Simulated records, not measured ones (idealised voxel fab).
Title: Process Module voxel capacitor over wiring
We display cut, a cross-section 200 nm in width whose square cells are each 5 nm.
Cross-section, as written here: a square-cell grid given band by band from the top down, where a band holds one or more rows of cells. Basically the band line says how high the top is and how high the bottom is, in nm, and then what's in it from left to right, every material with its width in nm. Empty space shows up as "empty", and if a single material carries "full width" it runs the full band edge to edge. Height is counted from the level 0, under which the received wafer is composed throughout of one material. The lowest of the bands is not closed at the bottom but continues downward, in the notation "from 0 down". Read "30 to 40" as a graded width: first number on top, second number at the bottom, same change between each pair of neighbouring rows. Where a step carries "nothing got changed", the cross-section came out of it unchanged, cell for cell. Empty spaces counting at least 8 cells and having no open way to the top are listed in "Unvented internal voids". The notation width x height at distance is used for each, the distance being from the left edge and all three values in nm. Text after the settings on a step's line: the simulator's own remark on that step. overlay nm: mask right of planned place by this much (step with mask). Neg. = left.
**Set out below are the planned steps of the process**
1: RECEIVE with material Si
2: CONFORMAL_DEP with material SiO2, thk nm 10
3: DIRECTIONAL_DEP with material TiN, thk nm 5
4: DIRECTIONAL_DEP with material W, thk nm 15
5: MASKED_ETCH with tone cover, mask id METAL_1, width nm 30, pitch nm 90, etch materials W, depth nm 15, overlay nm 0
6: MASKED_ETCH with tone cover, mask id METAL_1, width nm 30, pitch nm 90, etch materials TiN, depth nm 5, overlay nm 0
7: CONFORMAL_DEP with material SiCN, thk nm 5
8: FILL_DEP with material lowk, thk nm 10
9: CMP with height nm 30
10: CONFORMAL_DEP with material SiCN, thk nm 5
11: DIRECTIONAL_DEP with material lowk, thk nm 10
12: PATTERN with tone open, mask id PLUG_1, material resist, width nm 15, thk nm 15, overlay nm 0
13: DIRECTIONAL_ETCH with etch materials lowk, depth nm 10
14: DIRECTIONAL_ETCH with etch materials SiCN, depth nm 5
15: STRIP with etch materials resist
16: EPI with material Ru, thk nm 10
17: EPI with material Ru, thk nm 5
18: DIRECTIONAL_DEP with material TiN, thk nm 5
19: DIRECTIONAL_DEP with material HfO2, thk nm 5
20: DIRECTIONAL_DEP with material TiN, thk nm 10
21: DIRECTIONAL_DEP with material aC, thk nm 10
22: PATTERN with tone cover, mask id UPPER_PLATE, material resist, width nm 65, thk nm 25, overlay nm 0
23: DIRECTIONAL_ETCH with etch materials aC, depth nm 10
24: STRIP with etch materials resist
25: DIRECTIONAL_ETCH with etch materials TiN, depth nm 10
26: DIRECTIONAL_ETCH with etch materials HfO2, depth nm 5
27: STRIP with etch materials aC
28: PATTERN with tone cover, mask id LOWER_PLATE, material resist, width nm 75, thk nm 20, overlay nm 0
29: DIRECTIONAL_ETCH with etch materials TiN, depth nm 5
30: STRIP with etch materials resist
31: FILL_DEP with material SiO2, thk nm 20
32: CMP with height nm 80
33: DIRECTIONAL_DEP with material aC, thk nm 10
34: PATTERN with tone open, mask id PLUG_2, material resist, width nm 15, thk nm 30, overlay nm 0
35: DIRECTIONAL_ETCH with etch materials aC, depth nm 10
36: STRIP with etch materials resist
37: DIRECTIONAL_ETCH with etch materials SiO2, depth nm 15
38: STRIP with etch materials aC
39: CONFORMAL_DEP with material TiN, thk nm 5
40: FILL_DEP with material Cu, thk nm 5
41: CMP with height nm 80
42: CONFORMAL_DEP with material SiCN, thk nm 5
**First wafer out of two, processed as planned**
**Cross-section: wafer on arrival = after step 1**
from 0 down  Si full width
Unvented internal voids: none
**The following cross-section depicts the wafer upon completion of step 2**
from 10 to 0  SiO2 full width
Below 0, no change.
**The following cross-section depicts the wafer upon completion of step 3**
from 15 to 10  TiN full width
Below 10, no change.
**The following cross-section depicts the wafer upon completion of step 4**
from 30 to 15  W full width
Below 15, no change.
**The following cross-section depicts the wafer upon completion of step 5**
from 30 to 15  empty 40 nm, W 30 nm, empty 60 nm, W 30 nm, empty 40 nm
Below 15, no change.
**The following cross-section depicts the wafer upon completion of step 6**
from 30 to 15  empty 40 nm, W 30 nm, empty 60 nm, W 30 nm, empty 40 nm
from 15 to 10  empty 40 nm, TiN 30 nm, empty 60 nm, TiN 30 nm, empty 40 nm
Below 10, no change.
**The following cross-section depicts the wafer upon completion of step 7**
from 35 to 30  empty 35 nm, SiCN 40 nm, empty 50 nm, SiCN 40 nm, empty 35 nm
from 30 to 15  empty 35 nm, SiCN 5 nm, W 30 nm, SiCN 5 nm, empty 50 nm, SiCN 5 nm, W 30 nm, SiCN 5 nm, empty 35 nm
from 15 to 10  SiCN 40 nm, TiN 30 nm, SiCN 60 nm, TiN 30 nm, SiCN 40 nm
Below 10, no change.
**The following cross-section depicts the wafer upon completion of step 8**
from 45 to 35  lowk full width
from 35 to 30  lowk 35 nm, SiCN 40 nm, lowk 50 nm, SiCN 40 nm, lowk 35 nm
from 30 to 15  lowk 35 nm, SiCN 5 nm, W 30 nm, SiCN 5 nm, lowk 50 nm, SiCN 5 nm, W 30 nm, SiCN 5 nm, lowk 35 nm
Below 15, no change.
**The following cross-section depicts the wafer upon completion of step 9**
from 30 to 15  lowk 35 nm, SiCN 5 nm, W 30 nm, SiCN 5 nm, lowk 50 nm, SiCN 5 nm, W 30 nm, SiCN 5 nm, lowk 35 nm
Below 15, no change.
**The following cross-section depicts the wafer upon completion of step 10**
from 35 to 30  SiCN full width
Below 30, no change.
**The following cross-section depicts the wafer upon completion of step 11**
from 45 to 35  lowk full width
Below 35, no change.
**The following cross-section depicts the wafer upon completion of step 12**
from 60 to 45  resist 55 nm, empty 15 nm, resist 130 nm
Below 45, no change.
**The following cross-section depicts the wafer upon completion of step 13**
from 60 to 45  resist 55 nm, empty 15 nm, resist 130 nm
from 45 to 35  lowk 55 nm, empty 15 nm, lowk 130 nm
Below 35, no change.
**The following cross-section depicts the wafer upon completion of step 14**
from 60 to 45  resist 55 nm, empty 15 nm, resist 130 nm
from 45 to 35  lowk 55 nm, empty 15 nm, lowk 130 nm
from 35 to 30  SiCN 55 nm, empty 15 nm, SiCN 130 nm
Below 30, no change.
**The following cross-section depicts the wafer upon completion of step 15**
from 45 to 35  lowk 55 nm, empty 15 nm, lowk 130 nm
Below 35, no change.
**The following cross-section depicts the wafer upon completion of step 16**
from 45 to 40  lowk 55 nm, empty 15 nm, lowk 130 nm
from 40 to 35  lowk 55 nm, Ru 15 nm, lowk 130 nm
from 35 to 30  SiCN 55 nm, Ru 15 nm, SiCN 130 nm
Below 30, no change.
**The following cross-section depicts the wafer upon completion of step 17**
from 45 to 35  lowk 55 nm, Ru 15 nm, lowk 130 nm
Below 35, no change.
**The following cross-section depicts the wafer upon completion of step 18**
from 50 to 45  TiN full width
Below 45, no change.
**The following cross-section depicts the wafer upon completion of step 19**
from 55 to 50  HfO2 full width
Below 50, no change.
**The following cross-section depicts the wafer upon completion of step 20**
from 65 to 55  TiN full width
Below 55, no change.
**The following cross-section depicts the wafer upon completion of step 21**
from 75 to 65  aC full width
Below 65, no change.
**The following cross-section depicts the wafer upon completion of step 22**
from 100 to 75  empty 55 nm, resist 65 nm, empty 80 nm
Below 75, no change.
**The following cross-section depicts the wafer upon completion of step 23**
from 90 to 75  empty 55 nm, resist 65 nm, empty 80 nm
from 75 to 65  empty 55 nm, aC 65 nm, empty 80 nm
Below 65, no change.
**The following cross-section depicts the wafer upon completion of step 24**
from 75 to 65  empty 55 nm, aC 65 nm, empty 80 nm
Below 65, no change.
**The following cross-section depicts the wafer upon completion of step 25**
from 75 to 65  empty 55 nm, aC 65 nm, empty 80 nm
from 65 to 55  empty 55 nm, TiN 65 nm, empty 80 nm
Below 55, no change.
**The following cross-section depicts the wafer upon completion of step 26**
from 75 to 65  empty 55 nm, aC 65 nm, empty 80 nm
from 65 to 55  empty 55 nm, TiN 65 nm, empty 80 nm
from 55 to 50  empty 55 nm, HfO2 65 nm, empty 80 nm
Below 50, no change.
**The following cross-section depicts the wafer upon completion of step 27**
from 65 to 55  empty 55 nm, TiN 65 nm, empty 80 nm
Below 55, no change.
**The following cross-section depicts the wafer upon completion of step 28**
from 85 to 65  empty 50 nm, resist 75 nm, empty 75 nm
from 65 to 55  empty 50 nm, resist 5 nm, TiN 65 nm, resist 5 nm, empty 75 nm
from 55 to 50  empty 50 nm, resist 5 nm, HfO2 65 nm, resist 5 nm, empty 75 nm
Below 50, no change.
**The following cross-section depicts the wafer upon completion of step 29**
from 85 to 65  empty 50 nm, resist 75 nm, empty 75 nm
from 65 to 55  empty 50 nm, resist 5 nm, TiN 65 nm, resist 5 nm, empty 75 nm
from 55 to 50  empty 50 nm, resist 5 nm, HfO2 65 nm, resist 5 nm, empty 75 nm
from 50 to 45  empty 50 nm, TiN 75 nm, empty 75 nm
Below 45, no change.
**The following cross-section depicts the wafer upon completion of step 30**
from 65 to 55  empty 55 nm, TiN 65 nm, empty 80 nm
from 55 to 50  empty 55 nm, HfO2 65 nm, empty 80 nm
Below 50, no change.
**The following cross-section depicts the wafer upon completion of step 31**
from 85 to 65  SiO2 full width
from 65 to 55  SiO2 55 nm, TiN 65 nm, SiO2 80 nm
from 55 to 50  SiO2 55 nm, HfO2 65 nm, SiO2 80 nm
from 50 to 45  SiO2 50 nm, TiN 75 nm, SiO2 75 nm
Below 45, no change.
**The following cross-section depicts the wafer upon completion of step 32**
from 80 to 65  SiO2 full width
Below 65, no change.
**The following cross-section depicts the wafer upon completion of step 33**
from 90 to 80  aC full width
Below 80, no change.
**The following cross-section depicts the wafer upon completion of step 34**
from 120 to 90  resist 65 nm, empty 15 nm, resist 120 nm
Below 90, no change.
**The following cross-section depicts the wafer upon completion of step 35**
from 110 to 90  resist 65 nm, empty 15 nm, resist 120 nm
from 90 to 80  aC 65 nm, empty 15 nm, aC 120 nm
Below 80, no change.
**The following cross-section depicts the wafer upon completion of step 36**
from 90 to 80  aC 65 nm, empty 15 nm, aC 120 nm
Below 80, no change.
**The following cross-section depicts the wafer upon completion of step 37**
from 90 to 80  aC 65 nm, empty 15 nm, aC 120 nm
from 80 to 65  SiO2 65 nm, empty 15 nm, SiO2 120 nm
Below 65, no change.
**The following cross-section depicts the wafer upon completion of step 38**
from 80 to 65  SiO2 65 nm, empty 15 nm, SiO2 120 nm
Below 65, no change.
**The following cross-section depicts the wafer upon completion of step 39**
from 85 to 80  TiN 70 nm, empty 5 nm, TiN 125 nm
from 80 to 70  SiO2 65 nm, TiN 5 nm, empty 5 nm, TiN 5 nm, SiO2 120 nm
from 70 to 65  SiO2 65 nm, TiN 15 nm, SiO2 120 nm
Below 65, no change.
**The following cross-section depicts the wafer upon completion of step 40**
from 90 to 85  Cu full width
from 85 to 80  TiN 70 nm, Cu 5 nm, TiN 125 nm
from 80 to 70  SiO2 65 nm, TiN 5 nm, Cu 5 nm, TiN 5 nm, SiO2 120 nm
Below 70, no change.
**The following cross-section depicts the wafer upon completion of step 41**
from 80 to 70  SiO2 65 nm, TiN 5 nm, Cu 5 nm, TiN 5 nm, SiO2 120 nm
Below 70, no change.
**The following cross-section depicts the wafer upon completion of step 42**
from 85 to 80  SiCN full width
Below 80, no change.
**Companion wafer, the second of two: same beginning, same intended sequence, one mistake in carrying it out; through step 30 inclusive it tracks the first exactly**
**What the second wafer looks like in cross-section when step 31 should have wrapped up**
from 85 to 65  Cu full width
from 65 to 55  Cu 55 nm, TiN 65 nm, Cu 80 nm
from 55 to 50  Cu 55 nm, HfO2 65 nm, Cu 80 nm
from 50 to 45  Cu 50 nm, TiN 75 nm, Cu 75 nm
Below 45, no change.
**What the second wafer looks like in cross-section when step 32 should have wrapped up**
from 80 to 65  Cu full width
Below 65, no change.
**What the second wafer looks like in cross-section when step 33 should have wrapped up**
from 90 to 80  aC full width
Below 80, no change.
**What the second wafer looks like in cross-section when step 34 should have wrapped up**
from 120 to 90  resist 65 nm, empty 15 nm, resist 120 nm
Below 90, no change.
**What the second wafer looks like in cross-section when step 35 should have wrapped up**
from 110 to 90  resist 65 nm, empty 15 nm, resist 120 nm
from 90 to 80  aC 65 nm, empty 15 nm, aC 120 nm
Below 80, no change.
**What the second wafer looks like in cross-section when step 36 should have wrapped up**
from 90 to 80  aC 65 nm, empty 15 nm, aC 120 nm
Below 80, no change.
What the second wafer looks like in cross-section when step 37 should have wrapped up: nothing got changed
**What the second wafer looks like in cross-section when step 38 should have wrapped up**
from 80 to 65  Cu full width
Below 65, no change.
**What the second wafer looks like in cross-section when step 39 should have wrapped up**
from 85 to 80  TiN full width
Below 80, no change.
**What the second wafer looks like in cross-section when step 40 should have wrapped up**
from 90 to 85  Cu full width
Below 85, no change.
**What the second wafer looks like in cross-section when step 41 should have wrapped up**
from 80 to 65  Cu full width
Below 65, no change.
**What the second wafer looks like in cross-section when step 42 should have wrapped up**
from 85 to 80  SiCN full width
Below 80, no change.
So what did we get wrong on this run? step 31 ran with different settings than intended, the actual operation and settings being FILL_DEP with material Cu, thk nm 20
At the finish, the second wafer shows more or fewer cells for some materials than the first does: Cu +224, SiO2 -217, TiN -7
